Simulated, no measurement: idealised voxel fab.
process module | voxel fin reveal
cross-section cut | 230 nm wide | cells 5 nm
A cross-section is a grid of square cells, given in bands from the top down. A band is one or more rows of cells.
Each band's line starts with the height of the band's top and of its bottom, in nm. Then come its materials from left to right, each with its width in nm. One material with "throughout" fills the band from edge to edge. "air" is empty space.
Height 0 is the level under which the wafer as received is all one material. The lowest band goes on downwards, as in "0 down".
A width such as "30 to 40" changes by the same amount from each row of cells to the next, from the band's top row to its bottom row.
"no change" after a step means that no cell of the cross-section changed.
closed voids: empty space of 8 cells or more with no open way to the top, each as width x height at its distance from the left edge, in nm
after a step's settings: what the simulator itself notes on the step
overlay nm, on a step with a mask: how far to the right of its planned place the mask lay; to the left if negative
plan
1 op RECEIVE | material Si
2 op CONFORMAL_DEP | material SiN | thk nm 5
3 op MASKED_ETCH | tone cover | mask id FINS | width nm 15 | pitch nm 35 | etch materials SiN | depth nm 5 | overlay nm 0
4 op MASKED_ETCH | tone cover | mask id FINS | width nm 15 | pitch nm 35 | etch materials Si | depth nm 30 | overlay nm 0
5 op OXIDIZE | depth nm 5
6 op FILL_DEP | material SiO2 | thk nm 5
7 op CMP | height nm 5
8 op SELECTIVE_ETCH | etch materials SiO2 | depth nm 25
9 op STRIP | etch materials SiN
as received, after step 1
  0 down: Si throughout
  closed voids: none
first wafer at the end, as planned
  0 to -20: air 95 | Si 5 | air 30 | Si 5 | air 95
  -20 to -35: SiO2 95 | Si 5 | SiO2 30 | Si 5 | SiO2 95
  -35 down: Si throughout
  closed voids: none
second wafer at the end: like start, like plan, one mistake
  -5 to -20: air 95 | Si 5 | air 30 | Si 5 | air 95
  -20 to -35: SiO2 95 | Si 5 | SiO2 30 | Si 5 | SiO2 95
  -35 down: Si throughout
  closed voids: none
what went wrong: step 2 was left out
at the end the second wafer has, in cells: 2 fewer of Si
